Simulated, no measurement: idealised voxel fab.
The process module that follows is named voxel transistor to metal.
The cross-section shown here is cut; it is 295 nm wide and divided into square cells measuring 5 nm on a side.
The cross-sections in this document take the form of a grid made of square cells. They are written out as bands, in order from top to bottom. Each band consists of one or more rows of cells.
Look at the band entry: it leads with the top's height and the bottom's height in nm. Then it lists the materials left to right, with a width in nm for each. The word "edge to edge" on a single material says that material fills the band edge to edge. The word "air" is empty space.
Heads up on the height convention: 0 is the point under which the incoming wafer is all one material, and the lowest band has no bottom, it just keeps going down, like "0 -> down".
When a width is written as two numbers, as in "30 to 40", the first number is the width in the top row of cells of the band and the second is the width in its bottom row, and the width changes by the same amount from each row to the next.
"no change" -> step changed no cross-section cell.
The entry titled "Enclosed internal voids" provides the empty spaces that have no open way to the top, restricted to those of 8 cells or more. Each is presented as width x height at distance, the distance being measured from the left edge, with all three in nm.
Note: text after step settings on the step line = simulator remark on that step.
overlay nm: where the mask lay relative to plan, measured to the right, on steps with a mask; negatives go left.
The following list gives the planned process steps:
1 RECEIVE [material Si]
2 OXIDIZE [depth nm 5]
3 CONFORMAL_DEP [material SiN] [thk nm 15]
4 DIRECTIONAL_DEP [material aC] [thk nm 10]
5 PATTERN [tone cover] [mask id ACTIVE] [material resist] [width nm 95] [pitch nm 120] [thk nm 30] [overlay nm 0]
6 DIRECTIONAL_ETCH [etch materials aC] [depth nm 10]
7 STRIP [etch materials resist]
8 DIRECTIONAL_ETCH [etch materials SiN] [depth nm 15]
9 DIRECTIONAL_ETCH [etch materials SiO2] [depth nm 5]
10 DIRECTIONAL_ETCH [etch materials Si] [depth nm 25]
11 STRIP [etch materials aC]
12 FILL_DEP [material SiO2] [thk nm 5]
13 CMP [height nm 15]
14 SELECTIVE_ETCH [etch materials SiO2] [depth nm 15]
15 STRIP [etch materials SiN]
16 SELECTIVE_ETCH [etch materials SiO2] [depth nm 5]
17 OXIDIZE [depth nm 5]
18 DIRECTIONAL_DEP [material polySi] [thk nm 30]
19 DIRECTIONAL_DEP [material SiCN] [thk nm 15]
20 MASKED_ETCH [tone cover] [mask id GATE] [width nm 15] [pitch nm 120] [etch materials SiCN] [depth nm 25] [overlay nm 0]
21 MASKED_ETCH [tone cover] [mask id GATE] [width nm 15] [pitch nm 120] [etch materials polySi] [depth nm 40] [overlay nm 0]
22 CONFORMAL_DEP [material SiN] [thk nm 10]
23 DIRECTIONAL_ETCH [etch materials SiN] [depth nm 10]
24 DIRECTIONAL_ETCH [etch materials SiO2] [depth nm 5]
25 DIRECTIONAL_ETCH [etch materials Si] [depth nm 15]
26 EPI [material nSi] [thk nm 15]
27 FILL_DEP [material SiO2] [thk nm 5]
28 CMP [height nm 40]
29 DIRECTIONAL_DEP [material SiO2] [thk nm 10]
30 DIRECTIONAL_DEP [material aC] [thk nm 15]
31 PATTERN [tone open] [mask id CONTACT] [material resist] [width nm 20] [thk nm 35] [overlay nm 0]
32 DIRECTIONAL_ETCH [etch materials aC] [depth nm 15]
33 STRIP [etch materials resist]
34 DIRECTIONAL_ETCH [etch materials SiO2] [depth nm 60]
35 STRIP [etch materials aC]
36 CONFORMAL_DEP [material TiN] [thk nm 5]
37 FILL_DEP [material Ru] [thk nm 10]
38 CMP [height nm 50]
39 DIRECTIONAL_DEP [material TiN] [thk nm 5]
40 DIRECTIONAL_DEP [material W] [thk nm 25]
41 DIRECTIONAL_DEP [material aC] [thk nm 15]
42 PATTERN [tone cover] [mask id METAL_1] [material resist] [width nm 20] [thk nm 30] [overlay nm 0]
43 DIRECTIONAL_ETCH [etch materials aC] [depth nm 15]
44 STRIP [etch materials resist]
45 DIRECTIONAL_ETCH [etch materials W] [depth nm 25]
46 DIRECTIONAL_ETCH [etch materials TiN] [depth nm 5]
47 STRIP [etch materials aC]
48 FILL_DEP [material lowk] [thk nm 5]
49 CMP [height nm 80]
50 CONFORMAL_DEP [material SiCN] [thk nm 5]
51 DIRECTIONAL_DEP [material lowk] [thk nm 30]
52 PATTERN [tone open] [mask id METAL_2_HOLES] [material resist] [width nm 15] [pitch nm 120] [thk nm 20] [overlay nm 0]
53 DIRECTIONAL_ETCH [etch materials lowk] [depth nm 30]
54 STRIP [etch materials resist]
55 PATTERN [tone open] [mask id METAL_2] [material resist] [width nm 20] [pitch nm 120] [thk nm 15] [overlay nm 0]
56 DIRECTIONAL_ETCH [etch materials lowk] [depth nm 15]
57 DIRECTIONAL_ETCH [etch materials SiCN] [depth nm 5]
58 STRIP [etch materials resist]
59 CONFORMAL_DEP [material TiN] [thk nm 5]
60 FILL_DEP [material Ru] [thk nm 5]
61 CMP [height nm 115]
62 CONFORMAL_DEP [material SiCN] [thk nm 5]
Received-state cross-section, reflecting completion of step 1:
* 0 -> down: Si edge to edge
* Enclosed internal voids: none
first wafer at the end, as planned:
* 120 -> 115: SiCN edge to edge
* 115 -> 105: 45 of lowk; 5 of TiN; 10 of Ru; 5 of TiN; 100 of lowk; 5 of TiN; 10 of Ru; 5 of TiN; 110 of lowk
* 105 -> 100: 45 of lowk; 5 of TiN; 5 of Ru; 10 of TiN; 100 of lowk; 5 of TiN; 5 of Ru; 10 of TiN; 110 of lowk
* 100 -> 85: 45 of lowk; 5 of TiN; 5 of Ru; 5 of TiN; 105 of lowk; 5 of TiN; 5 of Ru; 5 of TiN; 115 of lowk
* 85 -> 80: 45 of SiCN; 15 of TiN; 105 of SiCN; 15 of TiN; 115 of SiCN
* 80 -> 55: 45 of lowk; 20 of W; 45 of lowk; 20 of W; 35 of lowk; 20 of W; 45 of lowk; 20 of W; 45 of lowk
* 55 -> 50: 45 of lowk; 20 of TiN; 45 of lowk; 20 of TiN; 35 of lowk; 20 of TiN; 45 of lowk; 20 of TiN; 45 of lowk
* 50 -> 40: 45 of SiO2; 5 of TiN; 10 of Ru; 5 of TiN; 45 of SiO2; 5 of TiN; 10 of Ru; 5 of TiN; 35 of SiO2; 5 of TiN; 10 of Ru; 5 of TiN; 45 of SiO2; 5 of TiN; 10 of Ru; 5 of TiN; 45 of SiO2
* 40 -> 25: 45 of SiO2; 5 of TiN; 10 of Ru; 5 of TiN; 5 of SiO2; 10 of SiN; 15 of SiCN; 10 of SiN; 5 of SiO2; 5 of TiN; 10 of Ru; 5 of TiN; 35 of SiO2; 5 of TiN; 10 of Ru; 5 of TiN; 5 of SiO2; 10 of SiN; 15 of SiCN; 10 of SiN; 5 of SiO2; 5 of TiN; 10 of Ru; 5 of TiN; 45 of SiO2
* 25 -> 10: 45 of SiO2; 5 of TiN; 10 of Ru; 5 of TiN; 5 of SiO2; 10 of SiN; 15 of polySi; 10 of SiN; 5 of SiO2; 5 of TiN; 10 of Ru; 5 of TiN; 35 of SiO2; 5 of TiN; 10 of Ru; 5 of TiN; 5 of SiO2; 10 of SiN; 15 of polySi; 10 of SiN; 5 of SiO2; 5 of TiN; 10 of Ru; 5 of TiN; 45 of SiO2
* 10 -> 5: 45 of SiO2; 20 of TiN; 5 of SiO2; 10 of SiN; 15 of polySi; 10 of SiN; 5 of SiO2; 20 of TiN; 35 of SiO2; 20 of TiN; 5 of SiO2; 10 of SiN; 15 of polySi; 10 of SiN; 5 of SiO2; 20 of TiN; 45 of SiO2
* 5 -> -5: 45 of SiO2; 10 of TiN; 15 of nSi; 10 of SiN; 15 of polySi; 10 of SiN; 15 of nSi; 10 of TiN; 35 of SiO2; 10 of TiN; 15 of nSi; 10 of SiN; 15 of polySi; 10 of SiN; 15 of nSi; 10 of TiN; 45 of SiO2
* -5 -> -10: 45 of SiO2; 10 of TiN; 15 of nSi; 35 of SiO2; 15 of nSi; 10 of TiN; 35 of SiO2; 10 of TiN; 15 of nSi; 35 of SiO2; 15 of nSi; 10 of TiN; 45 of SiO2
* -10 -> -25: 40 of SiO2; 30 of nSi; 35 of Si; 30 of nSi; 25 of SiO2; 30 of nSi; 35 of Si; 30 of nSi; 40 of SiO2
* -25 -> -30: 40 of SiO2; 95 of Si; 25 of SiO2; 95 of Si; 40 of SiO2
* -30 -> down: Si edge to edge
* Enclosed internal voids: none
Wafer two cross-section, module end. Start and plan unchanged from wafer one; one mistake made during the run:
* 120 -> 115: SiCN edge to edge
* 115 -> 105: 45 of lowk; 5 of TiN; 10 of Ru; 5 of TiN; 100 of lowk; 5 of TiN; 10 of Ru; 5 of TiN; 110 of lowk
* 105 -> 100: 45 of lowk; 5 of TiN; 5 of Ru; 10 of TiN; 100 of lowk; 5 of TiN; 5 of Ru; 10 of TiN; 110 of lowk
* 100 -> 85: 45 of lowk; 5 of TiN; 5 of Ru; 5 of TiN; 105 of lowk; 5 of TiN; 5 of Ru; 5 of TiN; 115 of lowk
* 85 -> 80: 45 of SiCN; 15 of TiN; 105 of SiCN; 15 of TiN; 115 of SiCN
* 80 -> 70: 45 of lowk; 20 of W; 45 of lowk; 20 of W; 35 of lowk; 20 of W; 45 of lowk; 20 of W; 45 of lowk
* 70 -> 65: 45 of lowk; 20 of TiN; 45 of lowk; 20 of TiN; 35 of lowk; 20 of TiN; 45 of lowk; 20 of TiN; 45 of lowk
* 65 -> 55: Ru edge to edge
* 55 -> 50: 50 of TiN; 10 of Ru; 55 of TiN; 10 of Ru; 45 of TiN; 10 of Ru; 55 of TiN; 10 of Ru; 50 of TiN
* 50 -> 40: 45 of SiO2; 5 of TiN; 10 of Ru; 5 of TiN; 45 of SiO2; 5 of TiN; 10 of Ru; 5 of TiN; 35 of SiO2; 5 of TiN; 10 of Ru; 5 of TiN; 45 of SiO2; 5 of TiN; 10 of Ru; 5 of TiN; 45 of SiO2
* 40 -> 25: 45 of SiO2; 5 of TiN; 10 of Ru; 5 of TiN; 5 of SiO2; 10 of SiN; 15 of SiCN; 10 of SiN; 5 of SiO2; 5 of TiN; 10 of Ru; 5 of TiN; 35 of SiO2; 5 of TiN; 10 of Ru; 5 of TiN; 5 of SiO2; 10 of SiN; 15 of SiCN; 10 of SiN; 5 of SiO2; 5 of TiN; 10 of Ru; 5 of TiN; 45 of SiO2
* 25 -> 10: 45 of SiO2; 5 of TiN; 10 of Ru; 5 of TiN; 5 of SiO2; 10 of SiN; 15 of polySi; 10 of SiN; 5 of SiO2; 5 of TiN; 10 of Ru; 5 of TiN; 35 of SiO2; 5 of TiN; 10 of Ru; 5 of TiN; 5 of SiO2; 10 of SiN; 15 of polySi; 10 of SiN; 5 of SiO2; 5 of TiN; 10 of Ru; 5 of TiN; 45 of SiO2
* 10 -> 5: 45 of SiO2; 20 of TiN; 5 of SiO2; 10 of SiN; 15 of polySi; 10 of SiN; 5 of SiO2; 20 of TiN; 35 of SiO2; 20 of TiN; 5 of SiO2; 10 of SiN; 15 of polySi; 10 of SiN; 5 of SiO2; 20 of TiN; 45 of SiO2
* 5 -> -5: 45 of SiO2; 10 of TiN; 15 of nSi; 10 of SiN; 15 of polySi; 10 of SiN; 15 of nSi; 10 of TiN; 35 of SiO2; 10 of TiN; 15 of nSi; 10 of SiN; 15 of polySi; 10 of SiN; 15 of nSi; 10 of TiN; 45 of SiO2
* -5 -> -10: 45 of SiO2; 10 of TiN; 15 of nSi; 35 of SiO2; 15 of nSi; 10 of TiN; 35 of SiO2; 10 of TiN; 15 of nSi; 35 of SiO2; 15 of nSi; 10 of TiN; 45 of SiO2
* -10 -> -25: 40 of SiO2; 30 of nSi; 35 of Si; 30 of nSi; 25 of SiO2; 30 of nSi; 35 of Si; 30 of nSi; 40 of SiO2
* -25 -> -30: 40 of SiO2; 95 of Si; 25 of SiO2; 95 of Si; 40 of SiO2
* -30 -> down: Si edge to edge
* Enclosed internal voids: none
It is concluded that the wafer was processed incorrectly with respect to the plan, in that the plan's step 38 was left out and never carried out
Wafer comparison, final, in cells, second relative to first, materials more or fewer: +126 Ru, +51 TiN, -48 W, -129 lowk
